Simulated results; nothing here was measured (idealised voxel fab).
The document below concerns the process module designated voxel spacer lines.
Section shown: cut. Width: 240 nm. Cell size: 5 nm, square.
Heads up, the way a cross-section reads in here is a grid of square cells, handed over as bands from the top down, with every band being one or more rows of cells.
First you get the band's top height and its bottom height, in nm, and then the materials it's made of, left to right, with each width in nm. If you see a single material with "edge to edge", that one covers the band edge to edge. "air" is empty space.
The reference from which all heights are counted is 0, the level beneath which the as-received wafer is entirely one material; the lowest band, having no lower bound, proceeds downward and is written after the example "0 nm and below".
Note: "30 to 40" means the width goes from the first number (top row of the band) to the second number (bottom row) in equal steps per row of cells.
It should be understood that the words "nothing got changed", when stated for a given step, signify that the cross-section underwent no change in any of its cells during that step.
In "Enclosed cavities" the enclosed voids are listed, meaning empty spaces of 8 cells or larger without any opening to the top. The form is width x height at distance, distance from the left edge, units nm.
If you see something after the settings on a step's line, that's the simulator's own remark about that step.
Among the settings permitted on a step's line is "overlay nm"; applied to a step with a mask, it specifies the extent to which the mask lay to the right of its planned position, whereas a negative figure signifies a position to the left.

**Set out below are the planned steps of the process**
- 1: RECEIVE (material Si)
- 2: CONFORMAL_DEP (material Al2O3; thk nm 5)
- 3: DIRECTIONAL_DEP (material polySi; thk nm 20)
- 4: DIRECTIONAL_DEP (material aC; thk nm 25)
- 5: PATTERN (tone cover; mask id MANDREL; material resist; width nm 15; pitch nm 50; thk nm 30; overlay nm 0)
- 6: DIRECTIONAL_ETCH (etch materials aC; depth nm 25)
- 7: STRIP (etch materials resist)
- 8: CONFORMAL_DEP (material SiO2; thk nm 10)
- 9: DIRECTIONAL_ETCH (etch materials SiO2; depth nm 10)
- 10: STRIP (etch materials aC)
- 11: DIRECTIONAL_ETCH (etch materials polySi; depth nm 20)
- 12: STRIP (etch materials SiO2)
- 13: FILL_DEP (material SiO2; thk nm 10)
- 14: CMP (height nm 25)

**Incoming wafer, cross-sectional view, post step 1**
    0 nm and below  Si edge to edge
    Enclosed cavities: none

**As-planned run: cross-section of the first of two wafers at end of module**
    25 nm to 5 nm  50 nm SiO2, 10 nm polySi, 15 nm SiO2, 10 nm polySi, 15 nm SiO2, 10 nm polySi, 15 nm SiO2, 10 nm polySi, 15 nm SiO2, 10 nm polySi, 15 nm SiO2, 10 nm polySi, 55 nm SiO2
    5 nm to 0 nm  Al2O3 edge to edge
    0 nm and below  Si edge to edge
    Enclosed cavities: none

**Presented here is a cross-section of the second of the two wafers as it stood at the end of the module. It was started in the same manner and assigned the same plan as the first wafer; however, one mistake was made in its execution**
    25 nm to 5 nm  50 nm SiO2, 10 nm polySi, 15 nm SiO2, 10 nm polySi, 15 nm SiO2, 10 nm polySi, 15 nm SiO2, 10 nm polySi, 15 nm SiO2, 10 nm polySi, 15 nm SiO2, 10 nm polySi, 55 nm SiO2
    5 nm to 0 nm  aC edge to edge
    0 nm and below  Si edge to edge
    Enclosed cavities: none
Processing error: contrary to plan, step 2 was performed as CONFORMAL_DEP (material aC; thk nm 5)
Counted in cells at the end, the second wafer holds more or fewer of these materials than the first: -48 Al2O3 | +48 aC
